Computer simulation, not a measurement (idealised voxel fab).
Process module heading - voxel transistor to metal
Square cells of 5 nm make up the cross-section cut, whose width is 195 nm.
A cross-section is a grid of square cells, given in bands from the top down. A band is one or more rows of cells.
Within each band entry, the heights of the top and of the bottom of the band appear first, in that order and in nm; the materials of the band then follow from left to right, each with its corresponding width in nm. The designation "edge to edge" on a single material indicates that it fills the band from edge to edge; the designation "air" indicates empty space.
Convention: height 0 is the level below which the wafer, as received, is all one material. The lowest band does not terminate at the bottom but continues downward, represented as "0 down".
Think of "30..40" as a width that walks from the first number to the second as you go down the band, top row to bottom row, taking equal-sized steps from row to row.
"remained the same" -> step changed no cross-section cell.
"Closed void roster" lists enclosed empty spaces (at least 8 cells, no open path upward to the top), each as width x height at distance from the left edge, in nm.
Formally, on a step line, whatever follows the settings is a remark that the simulator itself makes on the step.
overlay nm: for a step with a mask, the amount by which the mask lay right of where it was planned; a negative amount means left of it.

### The following list gives the planned process steps
| 1 | RECEIVE (material Si) |
| 2 | OXIDIZE (depth nm 5) |
| 3 | CONFORMAL_DEP (material SiN; thk nm 10) |
| 4 | DIRECTIONAL_DEP (material aC; thk nm 10) |
| 5 | PATTERN (tone cover; mask id ACTIVE; material resist; width nm 105; thk nm 25; overlay nm 0) |
| 6 | DIRECTIONAL_ETCH (etch materials aC; depth nm 10) |
| 7 | STRIP (etch materials resist) |
| 8 | DIRECTIONAL_ETCH (etch materials SiN; depth nm 10) |
| 9 | DIRECTIONAL_ETCH (etch materials SiO2; depth nm 5) |
| 10 | DIRECTIONAL_ETCH (etch materials Si; depth nm 35) |
| 11 | STRIP (etch materials aC) |
| 12 | OXIDIZE (depth nm 5) |
| 13 | FILL_DEP (material SiO2; thk nm 15) |
| 14 | CMP (height nm 10) |
| 15 | SELECTIVE_ETCH (etch materials SiO2; depth nm 10) |
| 16 | STRIP (etch materials SiN) |
| 17 | SELECTIVE_ETCH (etch materials SiO2; depth nm 5) |
| 18 | OXIDIZE (depth nm 5) |
| 19 | DIRECTIONAL_DEP (material polySi; thk nm 30) |
| 20 | DIRECTIONAL_DEP (material SiCN; thk nm 10) |
| 21 | DIRECTIONAL_DEP (material aC; thk nm 15) |
| 22 | PATTERN (tone cover; mask id GATE; material resist; width nm 35; thk nm 35; overlay nm 0) |
| 23 | DIRECTIONAL_ETCH (etch materials aC; depth nm 15) |
| 24 | STRIP (etch materials resist) |
| 25 | DIRECTIONAL_ETCH (etch materials SiCN; depth nm 20) |
| 26 | DIRECTIONAL_ETCH (etch materials polySi; depth nm 40) |
| 27 | STRIP (etch materials aC) |
| 28 | CONFORMAL_DEP (material SiO2; thk nm 5) |
| 29 | DIRECTIONAL_ETCH (etch materials SiO2; depth nm 5) |
| 30 | CONFORMAL_DEP (material SiN; thk nm 5) |
| 31 | DIRECTIONAL_ETCH (etch materials SiN; depth nm 5) |
| 32 | DIRECTIONAL_ETCH (etch materials SiO2; depth nm 5) |
| 33 | DIRECTIONAL_ETCH (etch materials Si; depth nm 5) |
| 34 | EPI (material nSi; thk nm 10) |
| 35 | FILL_DEP (material SiO2; thk nm 10) |
| 36 | CMP (height nm 25) |
| 37 | STRIP (etch materials polySi) |
| 38 | SELECTIVE_ETCH (etch materials SiO2; depth nm 5) |
| 39 | CONFORMAL_DEP (material HfO2; thk nm 5) |
| 40 | CONFORMAL_DEP (material TiN; thk nm 5) |
| 41 | FILL_DEP (material W; thk nm 5) |
| 42 | CMP (height nm 20) |
| 43 | DIRECTIONAL_DEP (material SiO2; thk nm 10) |
| 44 | PATTERN (tone open; mask id CONTACT; material resist; width nm 15; pitch nm 80; thk nm 15; overlay nm 0) |
| 45 | DIRECTIONAL_ETCH (etch materials SiO2; depth nm 35) |
| 46 | STRIP (etch materials resist) |
| 47 | CONFORMAL_DEP (material TiN; thk nm 5) |
| 48 | FILL_DEP (material W; thk nm 10) |
| 49 | CMP (height nm 30) |
| 50 | DIRECTIONAL_DEP (material TiN; thk nm 5) |
| 51 | DIRECTIONAL_DEP (material Ru; thk nm 20) |
| 52 | PATTERN (tone cover; mask id METAL_1; material resist; width nm 15; pitch nm 80; thk nm 15; overlay nm 0) |
| 53 | DIRECTIONAL_ETCH (etch materials Ru; depth nm 20) |
| 54 | DIRECTIONAL_ETCH (etch materials TiN; depth nm 5) |
| 55 | STRIP (etch materials resist) |
| 56 | FILL_DEP (material lowk; thk nm 5) |
| 57 | CMP (height nm 55) |
| 58 | CONFORMAL_DEP (material SiCN; thk nm 5) |
| 59 | DIRECTIONAL_DEP (material SiO2; thk nm 35) |
| 60 | PATTERN (tone open; mask id METAL_2; material resist; width nm 15; pitch nm 80; thk nm 15; overlay nm 0) |
| 61 | DIRECTIONAL_ETCH (etch materials SiO2; depth nm 20) |
| 62 | STRIP (etch materials resist) |
| 63 | PATTERN (tone open; mask id METAL_2_HOLES; material resist; width nm 15; pitch nm 80; thk nm 15; overlay nm 0) |
| 64 | DIRECTIONAL_ETCH (etch materials SiO2; depth nm 15) |
| 65 | DIRECTIONAL_ETCH (etch materials SiCN; depth nm 5) |
| 66 | STRIP (etch materials resist) |
| 67 | CONFORMAL_DEP (material TiN; thk nm 5) |
| 68 | FILL_DEP (material Cu; thk nm 10) |
| 69 | CMP (height nm 95) |
| 70 | CONFORMAL_DEP (material SiCN; thk nm 5) |

### This is the cross-section of the wafer as we received it, i.e. after step 1
  0 down  Si edge to edge
  Closed void roster: none

### Look at the cross-section after the module: the wafer started out the way shown above and the plan was the one shown above, yet one mistake was made along the way
  100 to 95  SiCN edge to edge
  95 to 60  SiO2 edge to edge
  60 to 55  SiCN edge to edge
  55 to 35  lowk: 50; Ru: 15; lowk: 65; Ru: 15; lowk: 50
  35 to 30  lowk: 50; TiN: 15; lowk: 65; TiN: 15; lowk: 50
  30 to 20  SiO2: 50; TiN: 5; W: 5; TiN: 5; SiO2: 65; TiN: 5; W: 5; TiN: 5; SiO2: 50
  20 to 5  SiO2: 50; TiN: 5; W: 5; TiN: 5; SiO2: 5; SiN: 5; HfO2: 5; TiN: 5; W: 25; TiN: 5; HfO2: 5; SiN: 5; SiO2: 5; TiN: 5; W: 5; TiN: 5; SiO2: 50
  5 to 0  SiO2: 50; TiN: 15; SiO2: 5; SiN: 5; HfO2: 5; TiN: 5; W: 25; TiN: 5; HfO2: 5; SiN: 5; SiO2: 5; TiN: 15; SiO2: 50
  0 to -5  SiO2: 50; TiN: 10; nSi: 10; SiN: 5; HfO2: 5; TiN: 35; HfO2: 5; SiN: 5; nSi: 10; TiN: 10; SiO2: 50
  -5 to -10  SiO2: 45; nSi: 25; SiO2: 5; HfO2: 45; SiO2: 5; nSi: 25; SiO2: 45
  -10 to -15  SiO2: 50; nSi: 20; Si: 55; nSi: 20; SiO2: 50
  -15 to -45  SiO2: 50; Si: 95; SiO2: 50
  -45 down  Si edge to edge
  Closed void roster: none
Misprocessing identified: it should be noted that step 59 of the plan was executed twice
